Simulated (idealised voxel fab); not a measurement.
process module | voxel transistor to metal
Square cell edge 5 nm, section width 285 nm, ID cut.
A cross-section is written here as square cells arranged in a grid, and it is given in bands from the top down, each band taking up one or more rows of cells.
Quick guide to a band line: top height, bottom height (nm) up front; then every material left to right with its width in nm. Only one material and it's marked "all across"? Then it fills the band edge to edge. And "empty" just means empty space.
Heights are expressed relative to 0, this being the level below which the as-received wafer comprises one material exclusively. The lowest band is unbounded in the downward direction and is denoted as in "0 and below".
The notation "30..40" denotes a width that varies across the rows of cells in the band, beginning at the first number in the top row, finishing at the second number in the bottom row, and changing by an identical amount from each row to the next.
"nothing was modified" for a step: no cell of the cross-section changed in that step.
Each empty space that has no open way to the top and spans at least 8 cells appears under "Tabulated closed voids" as width x height at distance, the distance counted from the left edge, all in nm.
Post-settings text on a step line: simulator's own remark regarding the step.
overlay nm: how far to the right of its planned place the mask lay on this masked step (negative: to the left).
If you're wondering how to read the rest of this, here's the deal. It's pairs of cross-sections: one from before a process step, one from after it. The after one is only drawn as far down as the lowest band that changed. Right under each pair you'll see which step sits between them and what its settings were. Don't read the pairs as one continuous story, though. They can come from different runs of this module on the same starting wafer, and a pair only carries on from the one above it where its entry headed "Status before step" says so.
**Status before step**
* 130 down to 115  45 nm aC  15 nm empty  100 nm aC  15 nm empty  110 nm aC
* 115 down to 85  lowk all across
* 85 down to 80  SiCN all across
* 80 down to 65  45 nm lowk  5 nm TiN  5 nm W  5 nm TiN  50 nm lowk  5 nm TiN  5 nm W  5 nm TiN  35 nm lowk  5 nm TiN  5 nm W  5 nm TiN  50 nm lowk  5 nm TiN  5 nm W  5 nm TiN  45 nm lowk
* 65 down to 60  45 nm SiCN  15 nm TiN  50 nm SiCN  15 nm TiN  35 nm SiCN  15 nm TiN  50 nm SiCN  15 nm TiN  45 nm SiCN
* 60 down to 45  45 nm SiO2  5 nm TiN  5 nm Ru  5 nm TiN  50 nm SiO2  5 nm TiN  5 nm Ru  5 nm TiN  35 nm SiO2  5 nm TiN  5 nm Ru  5 nm TiN  50 nm SiO2  5 nm TiN  5 nm Ru  5 nm TiN  45 nm SiO2
* 45 down to 30  45 nm SiO2  5 nm TiN  5 nm Ru  5 nm TiN  5 nm SiO2  5 nm SiN  5 nm SiO2  20 nm SiCN  5 nm SiO2  5 nm SiN  5 nm SiO2  5 nm TiN  5 nm Ru  5 nm TiN  35 nm SiO2  5 nm TiN  5 nm Ru  5 nm TiN  5 nm SiO2  5 nm SiN  5 nm SiO2  20 nm SiCN  5 nm SiO2  5 nm SiN  5 nm SiO2  5 nm TiN  5 nm Ru  5 nm TiN  45 nm SiO2
* 30 down to 15  45 nm SiO2  5 nm TiN  5 nm Ru  5 nm TiN  5 nm SiO2  5 nm SiN  5 nm SiO2  20 nm polySi  5 nm SiO2  5 nm SiN  5 nm SiO2  5 nm TiN  5 nm Ru  5 nm TiN  35 nm SiO2  5 nm TiN  5 nm Ru  5 nm TiN  5 nm SiO2  5 nm SiN  5 nm SiO2  20 nm polySi  5 nm SiO2  5 nm SiN  5 nm SiO2  5 nm TiN  5 nm Ru  5 nm TiN  45 nm SiO2
* 15 down to 10  45 nm SiO2  15 nm TiN  5 nm SiO2  5 nm SiN  5 nm SiO2  20 nm polySi  5 nm SiO2  5 nm SiN  5 nm SiO2  15 nm TiN  35 nm SiO2  15 nm TiN  5 nm SiO2  5 nm SiN  5 nm SiO2  20 nm polySi  5 nm SiO2  5 nm SiN  5 nm SiO2  15 nm TiN  45 nm SiO2
* 10 down to 0  45 nm SiO2  5 nm TiN  15 nm SiGe  5 nm SiN  5 nm SiO2  20 nm polySi  5 nm SiO2  5 nm SiN  15 nm SiGe  5 nm TiN  35 nm SiO2  5 nm TiN  15 nm SiGe  5 nm SiN  5 nm SiO2  20 nm polySi  5 nm SiO2  5 nm SiN  15 nm SiGe  5 nm TiN  45 nm SiO2
* 0 down to -5  35 nm SiO2  30 nm SiGe  40 nm SiO2  30 nm SiGe  15 nm SiO2  30 nm SiGe  40 nm SiO2  30 nm SiGe  35 nm SiO2
* -5 down to -15  40 nm SiO2  25 nm SiGe  40 nm Si  25 nm SiGe  25 nm SiO2  25 nm SiGe  40 nm Si  25 nm SiGe  40 nm SiO2
* -15 down to -25  40 nm SiO2  90 nm Si  25 nm SiO2  90 nm Si  40 nm SiO2
* -25 and below  Si all across
* Tabulated closed voids: none
**Cut View, Post-Step**
* 130 down to 115  45 nm aC  15 nm empty  100 nm aC  15 nm empty  110 nm aC
* 115 down to 95  45 nm lowk  15 nm empty  100 nm lowk  15 nm empty  110 nm lowk
* Anything lower than 95 is untouched.
* Tabulated closed voids: none
What sits between those two cross-sections? DIRECTIONAL_ETCH | etch materials lowk | depth nm 20
Status before step: This step starts from the configuration shown after the step in the pair immediately above.
**Cut View, Post-Step**
* 115 down to 95  45 nm lowk  15 nm empty  100 nm lowk  15 nm empty  110 nm lowk
* Anything lower than 95 is untouched.
* Tabulated closed voids: none
What sits between those two cross-sections? STRIP | etch materials aC
Status before step: This step starts from the configuration shown after the step in the pair immediately above.
**Cut View, Post-Step**
* 135 down to 115  45 nm resist  15 nm empty  100 nm resist  15 nm empty  110 nm resist
* Anything lower than 115 is untouched.
* Tabulated closed voids: none
What sits between those two cross-sections? PATTERN | tone open | mask id METAL_2_HOLES | material resist | width nm 15 | pitch nm 115 | thk nm 20 | overlay nm 0
Status before step: This step starts from the configuration shown after the step in the pair immediately above.
**Cut View, Post-Step**
* 135 down to 115  45 nm resist  15 nm empty  100 nm resist  15 nm empty  110 nm resist
* 115 down to 85  45 nm lowk  15 nm empty  100 nm lowk  15 nm empty  110 nm lowk
* Anything lower than 85 is untouched.
* Tabulated closed voids: none
What sits between those two cross-sections? DIRECTIONAL_ETCH | etch materials lowk | depth nm 10
Status before step: This step starts from the configuration shown after the step in the pair immediately above.
**Cut View, Post-Step**
* 135 down to 115  45 nm resist  15 nm empty  100 nm resist  15 nm empty  110 nm resist
* 115 down to 85  45 nm lowk  15 nm empty  100 nm lowk  15 nm empty  110 nm lowk
* 85 down to 80  45 nm SiCN  15 nm empty  100 nm SiCN  15 nm empty  110 nm SiCN
* Anything lower than 80 is untouched.
* Tabulated closed voids: none
What sits between those two cross-sections? DIRECTIONAL_ETCH | etch materials SiCN | depth nm 5
Status before step: This step starts from the configuration shown after the step in the pair immediately above.
**Cut View, Post-Step**
* 115 down to 85  45 nm lowk  15 nm empty  100 nm lowk  15 nm empty  110 nm lowk
* Anything lower than 85 is untouched.
* Tabulated closed voids: none
What sits between those two cross-sections? STRIP | etch materials resist
Status before step: This step starts from the configuration shown after the step in the pair immediately above.
**Cut View, Post-Step**
* 120 down to 115  50 nm TiN  5 nm empty  110 nm TiN  5 nm empty  115 nm TiN
* 115 down to 85  45 nm lowk  5 nm TiN  5 nm empty  5 nm TiN  100 nm lowk  5 nm TiN  5 nm empty  5 nm TiN  110 nm lowk
* 85 down to 80  45 nm SiCN  15 nm TiN  100 nm SiCN  15 nm TiN  110 nm SiCN
* Anything lower than 80 is untouched.
* Tabulated closed voids: none
What sits between those two cross-sections? CONFORMAL_DEP | material TiN | thk nm 5
Status before step: This step starts from the configuration shown after the step in the pair immediately above.
**Cut View, Post-Step**
* 125 down to 120  Cu all across
* 120 down to 115  50 nm TiN  5 nm Cu  110 nm TiN  5 nm Cu  115 nm TiN
* 115 down to 85  45 nm lowk  5 nm TiN  5 nm Cu  5 nm TiN  100 nm lowk  5 nm TiN  5 nm Cu  5 nm TiN  110 nm lowk
* Anything lower than 85 is untouched.
* Tabulated closed voids: none
What sits between those two cross-sections? FILL_DEP | material Cu | thk nm 5
Status before step: This step starts from the configuration shown after the step in the pair immediately above.
**Cut View, Post-Step**
* 115 down to 85  45 nm lowk  5 nm TiN  5 nm Cu  5 nm TiN  100 nm lowk  5 nm TiN  5 nm Cu  5 nm TiN  110 nm lowk
* Anything lower than 85 is untouched.
* Tabulated closed voids: none
What sits between those two cross-sections? CMP | height nm 115
Status before step: This step starts from the configuration shown after the step in the pair immediately above.
**Cut View, Post-Step**
* 120 down to 115  SiN all across
* Anything lower than 115 is untouched.
* Tabulated closed voids: none
What sits between those two cross-sections? CONFORMAL_DEP | material SiN | thk nm 5
**Status before step**
* 45 down to 30  75 nm empty  20 nm SiCN  95 nm empty  20 nm SiCN  75 nm empty
* 30 down to 0  75 nm empty  20 nm polySi  95 nm empty  20 nm polySi  75 nm empty
* 0 down to -5  SiO2 all across
* -5 down to -25  40 nm SiO2  90 nm Si  25 nm SiO2  90 nm Si  40 nm SiO2
* -25 and below  Si all across
* Tabulated closed voids: none
**Cut View, Post-Step**
* 45 down to 30  75 nm empty  20 nm SiCN  95 nm empty  20 nm SiCN  75 nm empty
* 30 down to 0  75 nm empty  20 nm polySi  95 nm empty  20 nm polySi  75 nm empty
* 0 down to -5  75 nm empty  20 nm SiO2  95 nm empty  20 nm SiO2  75 nm empty
* Anything lower than -5 is untouched.
* Tabulated closed voids: none
What sits between those two cross-sections? DIRECTIONAL_ETCH | etch materials SiO2 | depth nm 5
Status before step: This step starts from the configuration shown after the step in the pair immediately above.
**Cut View, Post-Step**
* 50 down to 45  70 nm empty  30 nm SiN  85 nm empty  30 nm SiN  70 nm empty
* 45 down to 30  70 nm empty  5 nm SiN  20 nm SiCN  5 nm SiN  85 nm empty  5 nm SiN  20 nm SiCN  5 nm SiN  70 nm empty
* 30 down to 0  70 nm empty  5 nm SiN  20 nm polySi  5 nm SiN  85 nm empty  5 nm SiN  20 nm polySi  5 nm SiN  70 nm empty
* 0 down to -5  75 nm SiN  20 nm SiO2  95 nm SiN  20 nm SiO2  75 nm SiN
* Anything lower than -5 is untouched.
* Tabulated closed voids: none
What sits between those two cross-sections? CONFORMAL_DEP | material SiN | thk nm 5
Status before step: This step starts from the configuration shown after the step in the pair immediately above.
**Cut View, Post-Step**
* 45 down to 30  70 nm empty  5 nm SiN  20 nm SiCN  5 nm SiN  85 nm empty  5 nm SiN  20 nm SiCN  5 nm SiN  70 nm empty
* 30 down to 0  70 nm empty  5 nm SiN  20 nm polySi  5 nm SiN  85 nm empty  5 nm SiN  20 nm polySi  5 nm SiN  70 nm empty
* 0 down to -5  70 nm empty  5 nm SiN  20 nm SiO2  5 nm SiN  85 nm empty  5 nm SiN  20 nm SiO2  5 nm SiN  70 nm empty
* Anything lower than -5 is untouched.
* Tabulated closed voids: none
What sits between those two cross-sections? DIRECTIONAL_ETCH | etch materials SiN | depth nm 5
Status before step: This step starts from the configuration shown after the step in the pair immediately above.
**Cut View, Post-Step**
* 45 down to 30  70 nm empty  5 nm SiN  20 nm SiCN  5 nm SiN  85 nm empty  5 nm SiN  20 nm SiCN  5 nm SiN  70 nm empty
* 30 down to 0  70 nm empty  5 nm SiN  20 nm polySi  5 nm SiN  85 nm empty  5 nm SiN  20 nm polySi  5 nm SiN  70 nm empty
* 0 down to -5  70 nm empty  5 nm SiN  20 nm SiO2  5 nm SiN  85 nm empty  5 nm SiN  20 nm SiO2  5 nm SiN  70 nm empty
* -5 down to -10  40 nm empty  90 nm Si  25 nm empty  90 nm Si  40 nm empty
* Anything lower than -10 is untouched.
* Tabulated closed voids: none
What sits between those two cross-sections? DIRECTIONAL_ETCH | etch materials SiO2 | depth nm 5
Status before step: This step starts from the configuration shown after the step in the pair immediately above.
**Cut View, Post-Step**
* 45 down to 30  70 nm empty  5 nm SiN  20 nm SiCN  5 nm SiN  85 nm empty  5 nm SiN  20 nm SiCN  5 nm SiN  70 nm empty
* 30 down to 0  70 nm empty  5 nm SiN  20 nm polySi  5 nm SiN  85 nm empty  5 nm SiN  20 nm polySi  5 nm SiN  70 nm empty
* 0 down to -5  70 nm empty  5 nm SiN  20 nm SiO2  5 nm SiN  85 nm empty  5 nm SiN  20 nm SiO2  5 nm SiN  70 nm empty
* -5 down to -10  70 nm empty  30 nm Si  85 nm empty  30 nm Si  70 nm empty
* -10 down to -15  40 nm SiO2  30 nm empty  30 nm Si  30 nm empty  25 nm SiO2  30 nm empty  30 nm Si  30 nm empty  40 nm SiO2
* Anything lower than -15 is untouched.
* Tabulated closed voids: none
What sits between those two cross-sections? DIRECTIONAL_ETCH | etch materials Si | depth nm 10
Status before step: This step starts from the configuration shown after the step in the pair immediately above.
**Cut View, Post-Step**
* 45 down to 30  70 nm empty  5 nm SiN  20 nm SiCN  5 nm SiN  85 nm empty  5 nm SiN  20 nm SiCN  5 nm SiN  70 nm empty
* 30 down to 10  70 nm empty  5 nm SiN  20 nm polySi  5 nm SiN  85 nm empty  5 nm SiN  20 nm polySi  5 nm SiN  70 nm empty
* 10 down to 0  55 nm empty  15 nm SiGe  5 nm SiN  20 nm polySi  5 nm SiN  15 nm SiGe  55 nm empty  15 nm SiGe  5 nm SiN  20 nm polySi  5 nm SiN  15 nm SiGe  55 nm empty
* 0 down to -5  30 nm empty  40 nm SiGe  5 nm SiN  20 nm SiO2  5 nm SiN  40 nm SiGe  5 nm empty  40 nm SiGe  5 nm SiN  20 nm SiO2  5 nm SiN  40 nm SiGe  30 nm empty
* -5 down to -10  30 nm empty  40 nm SiGe  30 nm Si  40 nm SiGe  5 nm empty  40 nm SiGe  30 nm Si  40 nm SiGe  30 nm empty
* -10 down to -15  40 nm SiO2  30 nm SiGe  30 nm Si  30 nm SiGe  25 nm SiO2  30 nm SiGe  30 nm Si  30 nm SiGe  40 nm SiO2
* Anything lower than -15 is untouched.
* Tabulated closed voids: none
What sits between those two cross-sections? EPI | material SiGe | thk nm 15
Status before step: This step starts from the configuration shown after the step in the pair immediately above.
**Cut View, Post-Step**
* 50 down to 45  SiO2 all across
* 45 down to 30  70 nm SiO2  5 nm SiN  20 nm SiCN  5 nm SiN  85 nm SiO2  5 nm SiN  20 nm SiCN  5 nm SiN  70 nm SiO2
* 30 down to 10  70 nm SiO2  5 nm SiN  20 nm polySi  5 nm SiN  85 nm SiO2  5 nm SiN  20 nm polySi  5 nm SiN  70 nm SiO2
* 10 down to 0  55 nm SiO2  15 nm SiGe  5 nm SiN  20 nm polySi  5 nm SiN  15 nm SiGe  55 nm SiO2  15 nm SiGe  5 nm SiN  20 nm polySi  5 nm SiN  15 nm SiGe  55 nm SiO2
* 0 down to -5  30 nm SiO2  40 nm SiGe  5 nm SiN  20 nm SiO2  5 nm SiN  40 nm SiGe  5 nm SiO2  40 nm SiGe  5 nm SiN  20 nm SiO2  5 nm SiN  40 nm SiGe  30 nm SiO2
* -5 down to -15  30..40 nm SiO2  40..30 nm SiGe  30 nm Si  40..30 nm SiGe  5..25 nm SiO2  40..30 nm SiGe  30 nm Si  40..30 nm SiGe  30..40 nm SiO2
* Anything lower than -15 is untouched.
* Tabulated closed voids: none
What sits between those two cross-sections? FILL_DEP | material SiO2 | thk nm 5
Status before step: This step starts from the configuration shown after the step in the pair immediately above.
**Cut View, Post-Step**
* 45 down to 30  70 nm SiO2  5 nm SiN  20 nm SiCN  5 nm SiN  85 nm SiO2  5 nm SiN  20 nm SiCN  5 nm SiN  70 nm SiO2
* Anything lower than 30 is untouched.
* Tabulated closed voids: none
What sits between those two cross-sections? CMP | height nm 45
Status before step: This step starts from the configuration shown after the step in the pair immediately above.
**Cut View, Post-Step**
* 60 down to 45  SiO2 all across
* Anything lower than 45 is untouched.
* Tabulated closed voids: none
What sits between those two cross-sections? DIRECTIONAL_DEP | material SiO2 | thk nm 15
Status before step: This step starts from the configuration shown after the step in the pair immediately above.
**Cut View, Post-Step**
* 80 down to 60  45 nm resist  15 nm empty  50 nm resist  15 nm empty  35 nm resist  15 nm empty  50 nm resist  15 nm empty  45 nm resist
* Anything lower than 60 is untouched.
* Tabulated closed voids: none
What sits between those two cross-sections? PATTERN | tone open | mask id CONTACT | material resist | width nm 15 | thk nm 20 | overlay nm 0
Status before step: This step starts from the configuration shown after the step in the pair immediately above.
**Cut View, Post-Step**
* 80 down to 60  45 nm resist  15 nm empty  50 nm resist  15 nm empty  35 nm resist  15 nm empty  50 nm resist  15 nm empty  45 nm resist
* 60 down to 45  45 nm SiO2  15 nm empty  50 nm SiO2  15 nm empty  35 nm SiO2  15 nm empty  50 nm SiO2  15 nm empty  45 nm SiO2
* 45 down to 30  45 nm SiO2  15 nm empty  10 nm SiO2  5 nm SiN  20 nm SiCN  5 nm SiN  10 nm SiO2  15 nm empty  35 nm SiO2  15 nm empty  10 nm SiO2  5 nm SiN  20 nm SiCN  5 nm SiN  10 nm SiO2  15 nm empty  45 nm SiO2
* 30 down to 10  45 nm SiO2  15 nm empty  10 nm SiO2  5 nm SiN  20 nm polySi  5 nm SiN  10 nm SiO2  15 nm empty  35 nm SiO2  15 nm empty  10 nm SiO2  5 nm SiN  20 nm polySi  5 nm SiN  10 nm SiO2  15 nm empty  45 nm SiO2
* 10 down to 0  45 nm SiO2  10 nm empty  15 nm SiGe  5 nm SiN  20 nm polySi  5 nm SiN  15 nm SiGe  10 nm empty  35 nm SiO2  10 nm empty  15 nm SiGe  5 nm SiN  20 nm polySi  5 nm SiN  15 nm SiGe  10 nm empty  45 nm SiO2
* Anything lower than 0 is untouched.
* Tabulated closed voids: none
What sits between those two cross-sections? DIRECTIONAL_ETCH | etch materials SiO2 | depth nm 60
Status before step: This step starts from the configuration shown after the step in the pair immediately above.
**Cut View, Post-Step**
* 60 down to 45  45 nm SiO2  15 nm empty  50 nm SiO2  15 nm empty  35 nm SiO2  15 nm empty  50 nm SiO2  15 nm empty  45 nm SiO2
* Anything lower than 45 is untouched.
* Tabulated closed voids: none
What sits between those two cross-sections? STRIP | etch materials resist
Status before step: This step starts from the configuration shown after the step in the pair immediately above.
**Cut View, Post-Step**
* 65 down to 60  50 nm TiN  5 nm empty  60 nm TiN  5 nm empty  45 nm TiN  5 nm empty  60 nm TiN  5 nm empty  50 nm TiN
* 60 down to 45  45 nm SiO2  5 nm TiN  5 nm empty  5 nm TiN  50 nm SiO2  5 nm TiN  5 nm empty  5 nm TiN  35 nm SiO2  5 nm TiN  5 nm empty  5 nm TiN  50 nm SiO2  5 nm TiN  5 nm empty  5 nm TiN  45 nm SiO2
* 45 down to 30  45 nm SiO2  5 nm TiN  5 nm empty  5 nm TiN  10 nm SiO2  5 nm SiN  20 nm SiCN  5 nm SiN  10 nm SiO2  5 nm TiN  5 nm empty  5 nm TiN  35 nm SiO2  5 nm TiN  5 nm empty  5 nm TiN  10 nm SiO2  5 nm SiN  20 nm SiCN  5 nm SiN  10 nm SiO2  5 nm TiN  5 nm empty  5 nm TiN  45 nm SiO2
* 30 down to 15  45 nm SiO2  5 nm TiN  5 nm empty  5 nm TiN  10 nm SiO2  5 nm SiN  20 nm polySi  5 nm SiN  10 nm SiO2  5 nm TiN  5 nm empty  5 nm TiN  35 nm SiO2  5 nm TiN  5 nm empty  5 nm TiN  10 nm SiO2  5 nm SiN  20 nm polySi  5 nm SiN  10 nm SiO2  5 nm TiN  5 nm empty  5 nm TiN  45 nm SiO2
* 15 down to 10  45 nm SiO2  15 nm TiN  10 nm SiO2  5 nm SiN  20 nm polySi  5 nm SiN  10 nm SiO2  15 nm TiN  35 nm SiO2  15 nm TiN  10 nm SiO2  5 nm SiN  20 nm polySi  5 nm SiN  10 nm SiO2  15 nm TiN  45 nm SiO2
* 10 down to 0  45 nm SiO2  10 nm TiN  15 nm SiGe  5 nm SiN  20 nm polySi  5 nm SiN  15 nm SiGe  10 nm TiN  35 nm SiO2  10 nm TiN  15 nm SiGe  5 nm SiN  20 nm polySi  5 nm SiN  15 nm SiGe  10 nm TiN  45 nm SiO2
* Anything lower than 0 is untouched.
* Tabulated closed voids: none
What sits between those two cross-sections? CONFORMAL_DEP | material TiN | thk nm 5
Status before step: This step starts from the configuration shown after the step in the pair immediately above.
**Cut View, Post-Step**
* 75 down to 65  Ru all across
* 65 down to 60  50 nm TiN  5 nm Ru  60 nm TiN  5 nm Ru  45 nm TiN  5 nm Ru  60 nm TiN  5 nm Ru  50 nm TiN
* 60 down to 45  45 nm SiO2  5 nm TiN  5 nm Ru  5 nm TiN  50 nm SiO2  5 nm TiN  5 nm Ru  5 nm TiN  35 nm SiO2  5 nm TiN  5 nm Ru  5 nm TiN  50 nm SiO2  5 nm TiN  5 nm Ru  5 nm TiN  45 nm SiO2
* 45 down to 30  45 nm SiO2  5 nm TiN  5 nm Ru  5 nm TiN  10 nm SiO2  5 nm SiN  20 nm SiCN  5 nm SiN  10 nm SiO2  5 nm TiN  5 nm Ru  5 nm TiN  35 nm SiO2  5 nm TiN  5 nm Ru  5 nm TiN  10 nm SiO2  5 nm SiN  20 nm SiCN  5 nm SiN  10 nm SiO2  5 nm TiN  5 nm Ru  5 nm TiN  45 nm SiO2
* 30 down to 15  45 nm SiO2  5 nm TiN  5 nm Ru  5 nm TiN  10 nm SiO2  5 nm SiN  20 nm polySi  5 nm SiN  10 nm SiO2  5 nm TiN  5 nm Ru  5 nm TiN  35 nm SiO2  5 nm TiN  5 nm Ru  5 nm TiN  10 nm SiO2  5 nm SiN  20 nm polySi  5 nm SiN  10 nm SiO2  5 nm TiN  5 nm Ru  5 nm TiN  45 nm SiO2
* Anything lower than 15 is untouched.
* Tabulated closed voids: none
What sits between those two cross-sections? FILL_DEP | material Ru | thk nm 10
Status before step: This step starts from the configuration shown after the step in the pair immediately above.
**Cut View, Post-Step**
* 60 down to 45  45 nm SiO2  5 nm TiN  5 nm Ru  5 nm TiN  50 nm SiO2  5 nm TiN  5 nm Ru  5 nm TiN  35 nm SiO2  5 nm TiN  5 nm Ru  5 nm TiN  50 nm SiO2  5 nm TiN  5 nm Ru  5 nm TiN  45 nm SiO2
* Anything lower than 45 is untouched.
* Tabulated closed voids: none
What sits between those two cross-sections? CMP | height nm 60
Status before step: This step starts from the configuration shown after the step in the pair immediately above.
**Cut View, Post-Step**
* 65 down to 60  SiCN all across
* Anything lower than 60 is untouched.
* Tabulated closed voids: none
What sits between those two cross-sections? CONFORMAL_DEP | material SiCN | thk nm 5
Status before step: This step starts from the configuration shown after the step in the pair immediately above.
**Cut View, Post-Step**
* 80 down to 65  lowk all across
* Anything lower than 65 is untouched.
* Tabulated closed voids: none
What sits between those two cross-sections? DIRECTIONAL_DEP | material lowk | thk nm 15
Status before step: This step starts from the configuration shown after the step in the pair immediately above.
**Cut View, Post-Step**
* 95 down to 80  45 nm resist  15 nm empty  50 nm resist  15 nm empty  35 nm resist  15 nm empty  50 nm resist  15 nm empty  45 nm resist
* Anything lower than 80 is untouched.
* Tabulated closed voids: none
What sits between those two cross-sections? PATTERN | tone open | mask id METAL_1 | material resist | width nm 15 | thk nm 15 | overlay nm 0
Status before step: This step starts from the configuration shown after the step in the pair immediately above.
**Cut View, Post-Step**
* 95 down to 80  45 nm resist  15 nm empty  50 nm resist  15 nm empty  35 nm resist  15 nm empty  50 nm resist  15 nm empty  45 nm resist
* 80 down to 65  45 nm lowk  15 nm empty  50 nm lowk  15 nm empty  35 nm lowk  15 nm empty  50 nm lowk  15 nm empty  45 nm lowk
* Anything lower than 65 is untouched.
* Tabulated closed voids: none
What sits between those two cross-sections? DIRECTIONAL_ETCH | etch materials lowk | depth nm 15
Status before step: This step starts from the configuration shown after the step in the pair immediately above.
**Cut View, Post-Step**
* 95 down to 80  45 nm resist  15 nm empty  50 nm resist  15 nm empty  35 nm resist  15 nm empty  50 nm resist  15 nm empty  45 nm resist
* 80 down to 65  45 nm lowk  15 nm empty  50 nm lowk  15 nm empty  35 nm lowk  15 nm empty  50 nm lowk  15 nm empty  45 nm lowk
* 65 down to 60  45 nm SiCN  15 nm empty  50 nm SiCN  15 nm empty  35 nm SiCN  15 nm empty  50 nm SiCN  15 nm empty  45 nm SiCN
* Anything lower than 60 is untouched.
* Tabulated closed voids: none
What sits between those two cross-sections? DIRECTIONAL_ETCH | etch materials SiCN | depth nm 5
Status before step: This step starts from the configuration shown after the step in the pair immediately above.
**Cut View, Post-Step**
* 80 down to 65  45 nm lowk  15 nm empty  50 nm lowk  15 nm empty  35 nm lowk  15 nm empty  50 nm lowk  15 nm empty  45 nm lowk
* Anything lower than 65 is untouched.
* Tabulated closed voids: none
What sits between those two cross-sections? STRIP | etch materials resist
Status before step: This step starts from the configuration shown after the step in the pair immediately above.
**Cut View, Post-Step**
* 85 down to 80  50 nm TiN  5 nm empty  60 nm TiN  5 nm empty  45 nm TiN  5 nm empty  60 nm TiN  5 nm empty  50 nm TiN
* 80 down to 65  45 nm lowk  5 nm TiN  5 nm empty  5 nm TiN  50 nm lowk  5 nm TiN  5 nm empty  5 nm TiN  35 nm lowk  5 nm TiN  5 nm empty  5 nm TiN  50 nm lowk  5 nm TiN  5 nm empty  5 nm TiN  45 nm lowk
* 65 down to 60  45 nm SiCN  15 nm TiN  50 nm SiCN  15 nm TiN  35 nm SiCN  15 nm TiN  50 nm SiCN  15 nm TiN  45 nm SiCN
* Anything lower than 60 is untouched.
* Tabulated closed voids: none
What sits between those two cross-sections? CONFORMAL_DEP | material TiN | thk nm 5
Status before step: This step starts from the configuration shown after the step in the pair immediately above.
**Cut View, Post-Step**
* 90 down to 85  W all across
* 85 down to 80  50 nm TiN  5 nm W  60 nm TiN  5 nm W  45 nm TiN  5 nm W  60 nm TiN  5 nm W  50 nm TiN
* 80 down to 65  45 nm lowk  5 nm TiN  5 nm W  5 nm TiN  50 nm lowk  5 nm TiN  5 nm W  5 nm TiN  35 nm lowk  5 nm TiN  5 nm W  5 nm TiN  50 nm lowk  5 nm TiN  5 nm W  5 nm TiN  45 nm lowk
* Anything lower than 65 is untouched.
* Tabulated closed voids: none
What sits between those two cross-sections? FILL_DEP | material W | thk nm 5
Status before step: This step starts from the configuration shown after the step in the pair immediately above.
**Cut View, Post-Step**
* 80 down to 65  45 nm lowk  5 nm TiN  5 nm W  5 nm TiN  50 nm lowk  5 nm TiN  5 nm W  5 nm TiN  35 nm lowk  5 nm TiN  5 nm W  5 nm TiN  50 nm lowk  5 nm TiN  5 nm W  5 nm TiN  45 nm lowk
* Anything lower than 65 is untouched.
* Tabulated closed voids: none
What sits between those two cross-sections? CMP | height nm 80
Status before step: This step starts from the configuration shown after the step in the pair immediately above.
**Cut View, Post-Step**
* 85 down to 80  SiCN all across
* Anything lower than 80 is untouched.
* Tabulated closed voids: none
What sits between those two cross-sections? CONFORMAL_DEP | material SiCN | thk nm 5
Status before step: This step starts from the configuration shown after the step in the pair immediately above.
**Cut View, Post-Step**
* 115 down to 85  lowk all across
* Anything lower than 85 is untouched.
* Tabulated closed voids: none
What sits between those two cross-sections? DIRECTIONAL_DEP | material lowk | thk nm 30
Status before step: This step starts from the configuration shown after the step in the pair immediately above.
**Cut View, Post-Step**
* 130 down to 115  aC all across
* Anything lower than 115 is untouched.
* Tabulated closed voids: none
What sits between those two cross-sections? DIRECTIONAL_DEP | material aC | thk nm 15
Status before step: This step starts from the configuration shown after the step in the pair immediately above.
**Cut View, Post-Step**
* 160 down to 130  45 nm resist  15 nm empty  100 nm resist  15 nm empty  110 nm resist
* Anything lower than 130 is untouched.
* Tabulated closed voids: none
What sits between those two cross-sections? PATTERN | tone open | mask id METAL_2 | material resist | width nm 15 | pitch nm 115 | thk nm 30 | overlay nm 0
Status before step: This step starts from the configuration shown after the step in the pair immediately above.
**Cut View, Post-Step**
* 145 down to 130  45 nm resist  15 nm empty  100 nm resist  15 nm empty  110 nm resist
* 130 down to 115  45 nm aC  15 nm empty  100 nm aC  15 nm empty  110 nm aC
* Anything lower than 115 is untouched.
* Tabulated closed voids: none
What sits between those two cross-sections? DIRECTIONAL_ETCH | etch materials aC | depth nm 15
Status before step: This step starts from the configuration shown after the step in the pair immediately above.
**Cut View, Post-Step**
* 130 down to 115  45 nm aC  15 nm empty  100 nm aC  15 nm empty  110 nm aC
* Anything lower than 115 is untouched.
* Tabulated closed voids: none
What sits between those two cross-sections? STRIP | etch materials resist
Status before step: This step starts from the configuration shown after the step in the pair immediately above.
**Cut View, Post-Step**
* 130 down to 115  45 nm aC  15 nm empty  100 nm aC  15 nm empty  110 nm aC
* 115 down to 95  45 nm lowk  15 nm empty  100 nm lowk  15 nm empty  110 nm lowk
* Anything lower than 95 is untouched.
* Tabulated closed voids: none
What sits between those two cross-sections? DIRECTIONAL_ETCH | etch materials lowk | depth nm 20
Status before step: This step starts from the configuration shown after the step in the pair immediately above.
**Cut View, Post-Step**
* 115 down to 95  45 nm lowk  15 nm empty  100 nm lowk  15 nm empty  110 nm lowk
* Anything lower than 95 is untouched.
* Tabulated closed voids: none
What sits between those two cross-sections? STRIP | etch materials aC
Status before step: This step starts from the configuration shown after the step in the pair immediately above.
**Cut View, Post-Step**
* 135 down to 115  45 nm resist  15 nm empty  100 nm resist  15 nm empty  110 nm resist
* Anything lower than 115 is untouched.
* Tabulated closed voids: none
What sits between those two cross-sections? PATTERN | tone open | mask id METAL_2_HOLES | material resist | width nm 15 | pitch nm 115 | thk nm 20 | overlay nm 0
Status before step: This step starts from the configuration shown after the step in the pair immediately above.
**Cut View, Post-Step**
* 135 down to 115  45 nm resist  15 nm empty  100 nm resist  15 nm empty  110 nm resist
* 115 down to 85  45 nm lowk  15 nm empty  100 nm lowk  15 nm empty  110 nm lowk
* Anything lower than 85 is untouched.
* Tabulated closed voids: none
What sits between those two cross-sections? DIRECTIONAL_ETCH | etch materials lowk | depth nm 10
Status before step: This step starts from the configuration shown after the step in the pair immediately above.
**Cut View, Post-Step**
* 135 down to 115  45 nm resist  15 nm empty  100 nm resist  15 nm empty  110 nm resist
* 115 down to 85  45 nm lowk  15 nm empty  100 nm lowk  15 nm empty  110 nm lowk
* 85 down to 80  45 nm SiCN  15 nm empty  100 nm SiCN  15 nm empty  110 nm SiCN
* Anything lower than 80 is untouched.
* Tabulated closed voids: none
What sits between those two cross-sections? DIRECTIONAL_ETCH | etch materials SiCN | depth nm 5
Status before step: This step starts from the configuration shown after the step in the pair immediately above.
**Cut View, Post-Step**
* 115 down to 85  45 nm lowk  15 nm empty  100 nm lowk  15 nm empty  110 nm lowk
* Anything lower than 85 is untouched.
* Tabulated closed voids: none
What sits between those two cross-sections? STRIP | etch materials resist
